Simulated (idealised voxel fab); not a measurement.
Proc. module: voxel self aligned contacts
The cross-section on display is named cut; it measures 270 nm wide, and its cells are 5 nm squares.
Cross-section spec: square-cell grid; bands listed top down; each band is one or more rows. Top height, bottom height, nm. Materials left to right, width each, nm. Single material + "all across" = fills band edge to edge. "blank" = empty. For the purposes of this specification, 0 denotes the height below which the wafer in its as-received condition is composed wholly of one material, and the lowermost band, lacking a lower limit, extends downward without end, as expressed in "0 nm and below". A width given as "30->40" starts at the first number in the band's top row and ends at the second number in its bottom row, shifting by an equal amount at every step from row to row. Take "left unchanged" at face value: in the step it is given for, the cross-section changed in none of its cells. "Sealed cavities" means: voids of 8 cells or more that are shut off from the top with no open way through. Written width x height at distance, distance from the left edge, in nm. after a step's settings: what the simulator itself notes on the step. Regarding "overlay nm": on a step with a mask, it is the distance the mask lay to the right of its planned place; a negative value places it to the left.

Process steps (planned)
1,RECEIVE [material Si]
2,OXIDIZE [depth nm 5]
3,DIRECTIONAL_DEP [material polySi] [thk nm 30]
4,DIRECTIONAL_DEP [material SiN] [thk nm 20]
5,DIRECTIONAL_DEP [material aC] [thk nm 10]
6,PATTERN [tone cover] [mask id GATE] [material resist] [width nm 35] [pitch nm 70] [thk nm 25] [overlay nm 0]
7,DIRECTIONAL_ETCH [etch materials aC] [depth nm 10]
8,STRIP [etch materials resist]
9,DIRECTIONAL_ETCH [etch materials SiN] [depth nm 20]
10,DIRECTIONAL_ETCH [etch materials polySi] [depth nm 30]
11,STRIP [etch materials aC]
12,CONFORMAL_DEP [material SiN] [thk nm 10]
13,DIRECTIONAL_ETCH [etch materials SiN] [depth nm 10]
14,FILL_DEP [material SiO2] [thk nm 15]
15,CMP [height nm 60]
16,PATTERN [tone open] [mask id CONTACT] [material resist] [width nm 45] [pitch nm 70] [thk nm 15] [overlay nm 0]
17,DIRECTIONAL_ETCH [etch materials SiO2] [depth nm 65]
18,STRIP [etch materials resist]
19,CONFORMAL_DEP [material TiN] [thk nm 5]
20,FILL_DEP [material Ru] [thk nm 5]
21,CMP [height nm 60]
22,CONFORMAL_DEP [material SiN] [thk nm 5]

First wafer, two in total, run as planned

This is the cross-section of the wafer as we received it, i.e. after step 1
> 0 nm and below = Si all across
> Sealed cavities: none

The wafer in cross-section once step 2 is complete
> 0 nm to -5 nm = SiO2 all across
> Whatever lies below -5 is exactly as it was before.

The wafer in cross-section once step 3 is complete
> 30 nm to 0 nm = polySi all across
> Whatever lies below 0 is exactly as it was before.

The wafer in cross-section once step 4 is complete
> 50 nm to 30 nm = SiN all across
> Whatever lies below 30 is exactly as it was before.

The wafer in cross-section once step 5 is complete
> 60 nm to 50 nm = aC all across
> Whatever lies below 50 is exactly as it was before.

The wafer in cross-section once step 6 is complete
> 85 nm to 60 nm = 45 blank / 35 resist / 35 blank / 35 resist / 35 blank / 35 resist / 50 blank
> Whatever lies below 60 is exactly as it was before.

The wafer in cross-section once step 7 is complete
> 75 nm to 60 nm = 45 blank / 35 resist / 35 blank / 35 resist / 35 blank / 35 resist / 50 blank
> 60 nm to 50 nm = 45 blank / 35 aC / 35 blank / 35 aC / 35 blank / 35 aC / 50 blank
> Whatever lies below 50 is exactly as it was before.

The wafer in cross-section once step 8 is complete
> 60 nm to 50 nm = 45 blank / 35 aC / 35 blank / 35 aC / 35 blank / 35 aC / 50 blank
> Whatever lies below 50 is exactly as it was before.

The wafer in cross-section once step 9 is complete
> 60 nm to 50 nm = 45 blank / 35 aC / 35 blank / 35 aC / 35 blank / 35 aC / 50 blank
> 50 nm to 30 nm = 45 blank / 35 SiN / 35 blank / 35 SiN / 35 blank / 35 SiN / 50 blank
> Whatever lies below 30 is exactly as it was before.

The wafer in cross-section once step 10 is complete
> 60 nm to 50 nm = 45 blank / 35 aC / 35 blank / 35 aC / 35 blank / 35 aC / 50 blank
> 50 nm to 30 nm = 45 blank / 35 SiN / 35 blank / 35 SiN / 35 blank / 35 SiN / 50 blank
> 30 nm to 0 nm = 45 blank / 35 polySi / 35 blank / 35 polySi / 35 blank / 35 polySi / 50 blank
> Whatever lies below 0 is exactly as it was before.

The wafer in cross-section once step 11 is complete
> 50 nm to 30 nm = 45 blank / 35 SiN / 35 blank / 35 SiN / 35 blank / 35 SiN / 50 blank
> Whatever lies below 30 is exactly as it was before.

The wafer in cross-section once step 12 is complete
> 60 nm to 30 nm = 35 blank / 55 SiN / 15 blank / 55 SiN / 15 blank / 55 SiN / 40 blank
> 30 nm to 10 nm = 35 blank / 10 SiN / 35 polySi / 10 SiN / 15 blank / 10 SiN / 35 polySi / 10 SiN / 15 blank / 10 SiN / 35 polySi / 10 SiN / 40 blank
> 10 nm to 0 nm = 45 SiN / 35 polySi / 35 SiN / 35 polySi / 35 SiN / 35 polySi / 50 SiN
> Whatever lies below 0 is exactly as it was before.

The wafer in cross-section once step 13 is complete
> 50 nm to 30 nm = 35 blank / 55 SiN / 15 blank / 55 SiN / 15 blank / 55 SiN / 40 blank
> 30 nm to 0 nm = 35 blank / 10 SiN / 35 polySi / 10 SiN / 15 blank / 10 SiN / 35 polySi / 10 SiN / 15 blank / 10 SiN / 35 polySi / 10 SiN / 40 blank
> Whatever lies below 0 is exactly as it was before.

The wafer in cross-section once step 14 is complete
> 65 nm to 50 nm = SiO2 all across
> 50 nm to 30 nm = 35 SiO2 / 55 SiN / 15 SiO2 / 55 SiN / 15 SiO2 / 55 SiN / 40 SiO2
> 30 nm to 0 nm = 35 SiO2 / 10 SiN / 35 polySi / 10 SiN / 15 SiO2 / 10 SiN / 35 polySi / 10 SiN / 15 SiO2 / 10 SiN / 35 polySi / 10 SiN / 40 SiO2
> Whatever lies below 0 is exactly as it was before.

The wafer in cross-section once step 15 is complete
> 60 nm to 50 nm = SiO2 all across
> Whatever lies below 50 is exactly as it was before.

The wafer in cross-section once step 16 is complete
> 75 nm to 60 nm = 75 resist / 45 blank / 25 resist / 45 blank / 80 resist
> Whatever lies below 60 is exactly as it was before.

The wafer in cross-section once step 17 is complete
> 75 nm to 60 nm = 75 resist / 45 blank / 25 resist / 45 blank / 80 resist
> 60 nm to 50 nm = 75 SiO2 / 45 blank / 25 SiO2 / 45 blank / 80 SiO2
> 50 nm to 30 nm = 35 SiO2 / 55 SiN / 15 blank / 55 SiN / 15 blank / 55 SiN / 40 SiO2
> 30 nm to 0 nm = 35 SiO2 / 10 SiN / 35 polySi / 10 SiN / 15 blank / 10 SiN / 35 polySi / 10 SiN / 15 blank / 10 SiN / 35 polySi / 10 SiN / 40 SiO2
> 0 nm to -5 nm = 90 SiO2 / 15 blank / 55 SiO2 / 15 blank / 95 SiO2
> Whatever lies below -5 is exactly as it was before.

The wafer in cross-section once step 18 is complete
> 60 nm to 50 nm = 75 SiO2 / 45 blank / 25 SiO2 / 45 blank / 80 SiO2
> Whatever lies below 50 is exactly as it was before.

The wafer in cross-section once step 19 is complete
> 65 nm to 60 nm = 80 TiN / 35 blank / 35 TiN / 35 blank / 85 TiN
> 60 nm to 50 nm = 75 SiO2 / 5->20 TiN / 35->5 blank / 5->20 TiN / 25 SiO2 / 5->20 TiN / 35->5 blank / 5->20 TiN / 80 SiO2
> 50 nm to 30 nm = 35 SiO2 / 55 SiN / 5 TiN / 5 blank / 5 TiN / 55 SiN / 5 TiN / 5 blank / 5 TiN / 55 SiN / 40 SiO2
> 30 nm to 0 nm = 35 SiO2 / 10 SiN / 35 polySi / 10 SiN / 5 TiN / 5 blank / 5 TiN / 10 SiN / 35 polySi / 10 SiN / 5 TiN / 5 blank / 5 TiN / 10 SiN / 35 polySi / 10 SiN / 40 SiO2
> 0 nm to -5 nm = 90 SiO2 / 15 TiN / 55 SiO2 / 15 TiN / 95 SiO2
> Whatever lies below -5 is exactly as it was before.

The wafer in cross-section once step 20 is complete
> 70 nm to 65 nm = Ru all across
> 65 nm to 60 nm = 80 TiN / 35 Ru / 35 TiN / 35 Ru / 85 TiN
> 60 nm to 50 nm = 75 SiO2 / 5->20 TiN / 35->5 Ru / 5->20 TiN / 25 SiO2 / 5->20 TiN / 35->5 Ru / 5->20 TiN / 80 SiO2
> 50 nm to 30 nm = 35 SiO2 / 55 SiN / 5 TiN / 5 Ru / 5 TiN / 55 SiN / 5 TiN / 5 Ru / 5 TiN / 55 SiN / 40 SiO2
> 30 nm to 0 nm = 35 SiO2 / 10 SiN / 35 polySi / 10 SiN / 5 TiN / 5 Ru / 5 TiN / 10 SiN / 35 polySi / 10 SiN / 5 TiN / 5 Ru / 5 TiN / 10 SiN / 35 polySi / 10 SiN / 40 SiO2
> Whatever lies below 0 is exactly as it was before.

The wafer in cross-section once step 21 is complete
> 60 nm to 50 nm = 75 SiO2 / 5->20 TiN / 35->5 Ru / 5->20 TiN / 25 SiO2 / 5->20 TiN / 35->5 Ru / 5->20 TiN / 80 SiO2
> Whatever lies below 50 is exactly as it was before.

The wafer in cross-section once step 22 is complete
> 65 nm to 60 nm = SiN all across
> Whatever lies below 60 is exactly as it was before.

Second wafer, same starting conditions and recipe as the first, one mistake in executing it, nothing differs from the first up to and including step 5

When step 6 should have ended
> 85 nm to 60 nm = 50 blank / 25 resist / 45 blank / 25 resist / 45 blank / 25 resist / 55 blank
> Whatever lies below 60 is exactly as it was before.

When step 7 should have ended
> 75 nm to 60 nm = 50 blank / 25 resist / 45 blank / 25 resist / 45 blank / 25 resist / 55 blank
> 60 nm to 50 nm = 50 blank / 25 aC / 45 blank / 25 aC / 45 blank / 25 aC / 55 blank
> Whatever lies below 50 is exactly as it was before.

When step 8 should have ended
> 60 nm to 50 nm = 50 blank / 25 aC / 45 blank / 25 aC / 45 blank / 25 aC / 55 blank
> Whatever lies below 50 is exactly as it was before.

When step 9 should have ended
> 60 nm to 50 nm = 50 blank / 25 aC / 45 blank / 25 aC / 45 blank / 25 aC / 55 blank
> 50 nm to 30 nm = 50 blank / 25 SiN / 45 blank / 25 SiN / 45 blank / 25 SiN / 55 blank
> Whatever lies below 30 is exactly as it was before.

When step 10 should have ended
> 60 nm to 50 nm = 50 blank / 25 aC / 45 blank / 25 aC / 45 blank / 25 aC / 55 blank
> 50 nm to 30 nm = 50 blank / 25 SiN / 45 blank / 25 SiN / 45 blank / 25 SiN / 55 blank
> 30 nm to 0 nm = 50 blank / 25 polySi / 45 blank / 25 polySi / 45 blank / 25 polySi / 55 blank
> Whatever lies below 0 is exactly as it was before.

When step 11 should have ended
> 50 nm to 30 nm = 50 blank / 25 SiN / 45 blank / 25 SiN / 45 blank / 25 SiN / 55 blank
> Whatever lies below 30 is exactly as it was before.

When step 12 should have ended
> 60 nm to 30 nm = 40 blank / 45 SiN / 25 blank / 45 SiN / 25 blank / 45 SiN / 45 blank
> 30 nm to 10 nm = 40 blank / 10 SiN / 25 polySi / 10 SiN / 25 blank / 10 SiN / 25 polySi / 10 SiN / 25 blank / 10 SiN / 25 polySi / 10 SiN / 45 blank
> 10 nm to 0 nm = 50 SiN / 25 polySi / 45 SiN / 25 polySi / 45 SiN / 25 polySi / 55 SiN
> Whatever lies below 0 is exactly as it was before.

When step 13 should have ended
> 50 nm to 30 nm = 40 blank / 45 SiN / 25 blank / 45 SiN / 25 blank / 45 SiN / 45 blank
> 30 nm to 0 nm = 40 blank / 10 SiN / 25 polySi / 10 SiN / 25 blank / 10 SiN / 25 polySi / 10 SiN / 25 blank / 10 SiN / 25 polySi / 10 SiN / 45 blank
> Whatever lies below 0 is exactly as it was before.

When step 14 should have ended
> 65 nm to 50 nm = SiO2 all across
> 50 nm to 30 nm = 40 SiO2 / 45 SiN / 25 SiO2 / 45 SiN / 25 SiO2 / 45 SiN / 45 SiO2
> 30 nm to 0 nm = 40 SiO2 / 10 SiN / 25 polySi / 10 SiN / 25 SiO2 / 10 SiN / 25 polySi / 10 SiN / 25 SiO2 / 10 SiN / 25 polySi / 10 SiN / 45 SiO2
> Whatever lies below 0 is exactly as it was before.

When step 15 should have ended
> 60 nm to 50 nm = SiO2 all across
> Whatever lies below 50 is exactly as it was before.

When step 16 should have ended
> 75 nm to 60 nm = 75 resist / 45 blank / 25 resist / 45 blank / 80 resist
> Whatever lies below 60 is exactly as it was before.

When step 17 should have ended
> 75 nm to 60 nm = 75 resist / 45 blank / 25 resist / 45 blank / 80 resist
> 60 nm to 50 nm = 75 SiO2 / 45 blank / 25 SiO2 / 45 blank / 80 SiO2
> 50 nm to 30 nm = 40 SiO2 / 45 SiN / 25 blank / 45 SiN / 25 blank / 45 SiN / 45 SiO2
> 30 nm to 0 nm = 40 SiO2 / 10 SiN / 25 polySi / 10 SiN / 25 blank / 10 SiN / 25 polySi / 10 SiN / 25 blank / 10 SiN / 25 polySi / 10 SiN / 45 SiO2
> 0 nm to -5 nm = 85 SiO2 / 25 blank / 45 SiO2 / 25 blank / 90 SiO2
> Whatever lies below -5 is exactly as it was before.

When step 18 should have ended
> 60 nm to 50 nm = 75 SiO2 / 45 blank / 25 SiO2 / 45 blank / 80 SiO2
> Whatever lies below 50 is exactly as it was before.

When step 19 should have ended
> 65 nm to 60 nm = 80 TiN / 35 blank / 35 TiN / 35 blank / 85 TiN
> 60 nm to 50 nm = 75 SiO2 / 5->15 TiN / 35->15 blank / 5->15 TiN / 25 SiO2 / 5->15 TiN / 35->15 blank / 5->15 TiN / 80 SiO2
> 50 nm to 30 nm = 40 SiO2 / 45 SiN / 5 TiN / 15 blank / 5 TiN / 45 SiN / 5 TiN / 15 blank / 5 TiN / 45 SiN / 45 SiO2
> 30 nm to 0 nm = 40 SiO2 / 10 SiN / 25 polySi / 10 SiN / 5 TiN / 15 blank / 5 TiN / 10 SiN / 25 polySi / 10 SiN / 5 TiN / 15 blank / 5 TiN / 10 SiN / 25 polySi / 10 SiN / 45 SiO2
> 0 nm to -5 nm = 85 SiO2 / 25 TiN / 45 SiO2 / 25 TiN / 90 SiO2
> Whatever lies below -5 is exactly as it was before.

When step 20 should have ended
> 70 nm to 65 nm = Ru all across
> 65 nm to 60 nm = 80 TiN / 35 Ru / 35 TiN / 35 Ru / 85 TiN
> 60 nm to 50 nm = 75 SiO2 / 5->15 TiN / 35->15 Ru / 5->15 TiN / 25 SiO2 / 5->15 TiN / 35->15 Ru / 5->15 TiN / 80 SiO2
> 50 nm to 30 nm = 40 SiO2 / 45 SiN / 5 TiN / 15 Ru / 5 TiN / 45 SiN / 5 TiN / 15 Ru / 5 TiN / 45 SiN / 45 SiO2
> 30 nm to 0 nm = 40 SiO2 / 10 SiN / 25 polySi / 10 SiN / 5 TiN / 15 Ru / 5 TiN / 10 SiN / 25 polySi / 10 SiN / 5 TiN / 15 Ru / 5 TiN / 10 SiN / 25 polySi / 10 SiN / 45 SiO2
> Whatever lies below 0 is exactly as it was before.

When step 21 should have ended
> 60 nm to 50 nm = 75 SiO2 / 5->15 TiN / 35->15 Ru / 5->15 TiN / 25 SiO2 / 5->15 TiN / 35->15 Ru / 5->15 TiN / 80 SiO2
> Whatever lies below 50 is exactly as it was before.

When step 22 should have ended
> 65 nm to 60 nm = SiN all across
> Whatever lies below 60 is exactly as it was before.
what went wrong: the process deviated at step 6: the operation and settings actually run there were PATTERN [tone cover] [mask id GATE] [material resist] [width nm 25] [pitch nm 70] [thk nm 25] [overlay nm 0]
Wafer comparison, final, in cells, second relative to first, materials more or fewer: Ru: 44 more | SiN: 24 fewer | SiO2: 16 more | polySi: 36 fewer
